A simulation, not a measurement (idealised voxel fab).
voxel released beams: a process module
The cross-section on display is named cut; it measures 140 nm wide, and its cells are 5 nm squares.
We lay out every cross-section as a grid of square cells and spell it out in bands from the top down, where one band means one or more rows of cells.
Band entry format. Leading values: height of top, height of bottom, nm. Remainder: materials in left-to-right order, each with its width in nm. Special words: "everywhere" on a single material, which then fills the band edge to edge; "blank", empty space.
Counting heights begins at 0, where everything beneath is, in the wafer as received, one material. The lowest band has no bottom; it goes on downwards, as "0 and below" shows.
Graded width ("30 to 40"): value in top row of band = first number; value in bottom row = second number; row-to-row change constant.
"nothing altered" means the step left every cell of the cross-section as it was.
In "Enclosed void list" the enclosed voids are listed, meaning empty spaces of 8 cells or larger without any opening to the top. The form is width x height at distance, distance from the left edge, units nm.
Step line, after settings: the simulator's comment on this step.
"overlay nm" denotes, for a step that has a mask, the displacement of the mask to the right of its planned place, with negative values corresponding to the left.
### The planned process steps are enumerated hereunder
step 1: RECEIVE (material Si)
step 2: CONFORMAL_DEP (material Al2O3; thk nm 5)
step 3: DIRECTIONAL_DEP (material SiO2; thk nm 10)
step 4: MASKED_ETCH (tone open; mask id ANCHOR; width nm 30; etch materials SiO2; depth nm 10; overlay nm 0)
step 5: CONFORMAL_DEP (material W; thk nm 10)
step 6: MASKED_ETCH (tone cover; mask id BEAM; width nm 70; etch materials W; depth nm 10; overlay nm 0)
step 7: STRIP (etch materials SiO2)
What sets these wafers apart? The width nm at step 6. They all start alike, and the plan carries the first wafer's value.
### As-received state after step 1, first of several wafers, cross-section
- 0 and below = Si everywhere
- Enclosed void list: none
### End of the module, past its last step, step 7: how the first of several wafers looks in cross-section
- 25 down to 15 = blank=30, W=10, blank=10, W=50, blank=40
- 15 down to 5 = blank=30, W=30, blank=80
- 5 down to 0 = Al2O3 everywhere
- 0 and below = Si everywhere
- Enclosed void list: none
### Cross-section, module end, final of several wafers
- 25 down to 15 = blank=20, W=20, blank=10, W=65, blank=25
- 15 down to 5 = blank=30, W=30, blank=80
- 5 down to 0 = Al2O3 everywhere
- 0 and below = Si everywhere
- Enclosed void list: none
### Heads up, this table goes wafer by wafer. A row tells you, at the end of the module, how many cells of each material that wafer has put on (+) or dropped (-) since it was received, and then its closed voids
width nm 70; +28 Al2O3; +36 W; Enclosed void list: none
width nm 75; +28 Al2O3; +38 W; Enclosed void list: none
width nm 80; +28 Al2O3; +40 W; Enclosed void list: none
width nm 85; +28 Al2O3; +42 W; Enclosed void list: none
width nm 90; +28 Al2O3; +44 W; Enclosed void list: none
width nm 95; +28 Al2O3; +46 W; Enclosed void list: none
